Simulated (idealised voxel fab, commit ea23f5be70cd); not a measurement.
process module | voxel released beams
Section cut is 165 nm wide and gridded with 5 nm square cells.
Format of a cross-section: grid, square cells. Given as bands. Order: top down. Band: one or more rows of cells.
Quick guide to a band line: top height, bottom height (nm) up front; then every material left to right with its width in nm. Only one material and it's marked "everywhere"? Then it fills the band edge to edge. And "empty" just means empty space.
Heads up on the height convention: 0 is the point under which the incoming wafer is all one material, and the lowest band has no bottom, it just keeps going down, like "top 0, no bottom".
Think of "30 to 40" as a width that walks from the first number to the second as you go down the band, top row to bottom row, taking equal-sized steps from row to row.
"no change occurred" -> step changed no cross-section cell.
Basically, "Listed closed voids" tells you about the enclosed voids: empty spaces with no open way to the top, 8 cells or bigger, each written width x height at distance, where distance is from the left edge, all in nm.
Step line, after settings: the simulator's comment on this step.
overlay nm: step with mask; distance mask lay right of planned place; negative value = left of planned place.

## The process steps that were planned are listed below
1: RECEIVE | material Si
2: CONFORMAL_DEP | material Al2O3 | thk nm 5
3: DIRECTIONAL_DEP | material SiO2 | thk nm 20
4: PATTERN | tone open | mask id ANCHOR | material resist | width nm 35 | thk nm 15 | overlay nm 0
5: DIRECTIONAL_ETCH | etch materials SiO2 | depth nm 20
6: STRIP | etch materials resist
7: CONFORMAL_DEP | material W | thk nm 10
8: DIRECTIONAL_DEP | material aC | thk nm 10
9: PATTERN | tone cover | mask id BEAM | material resist | width nm 120 | thk nm 30 | overlay nm 0
10: DIRECTIONAL_ETCH | etch materials aC | depth nm 5
11: STRIP | etch materials resist
12: DIRECTIONAL_ETCH | etch materials W | depth nm 10
13: STRIP | etch materials aC
14: STRIP | etch materials SiO2
For clarity, it should be stated that the wafers under discussion commence in an identical condition and differ with respect to the depth nm of step 10, the plan indicating the value that the first wafer had.

## Cross-section of the first of several wafers as received (after step 1)
* top 0, no bottom  Si everywhere
* Listed closed voids: none

## Module finished, last step 14 done: cross-section of the first of several wafers
* top 35, bottom 25  W=35, then empty=15, then W=115
* top 25, bottom 15  SiO2=25, then W=10, then empty=15, then W=10, then SiO2=105
* top 15, bottom 5  SiO2=25, then W=35, then SiO2=105
* top 5, bottom 0  Al2O3 everywhere
* top 0, no bottom  Si everywhere
* Listed closed voids: none

## Cross-section at module completion, last wafer
* top 35, bottom 25  empty=20, then W=15, then empty=15, then W=90, then empty=25
* top 25, bottom 15  empty=25, then W=10, then empty=15, then W=10, then empty=105
* top 15, bottom 5  empty=25, then W=35, then empty=105
* top 5, bottom 0  Al2O3 everywhere
* top 0, no bottom  Si everywhere
* Listed closed voids: none

## Per wafer, end of module: cells gained (+) or lost (-) per material since receipt, then closed voids
depth nm 5; +33 Al2O3; +104 SiO2; +82 W; Listed closed voids: none
depth nm 10; +33 Al2O3; +64 W; Listed closed voids: none
depth nm 15; +33 Al2O3; +64 W; Listed closed voids: none
depth nm 20; +33 Al2O3; +64 W; Listed closed voids: none
depth nm 25; +33 Al2O3; +64 W; Listed closed voids: none
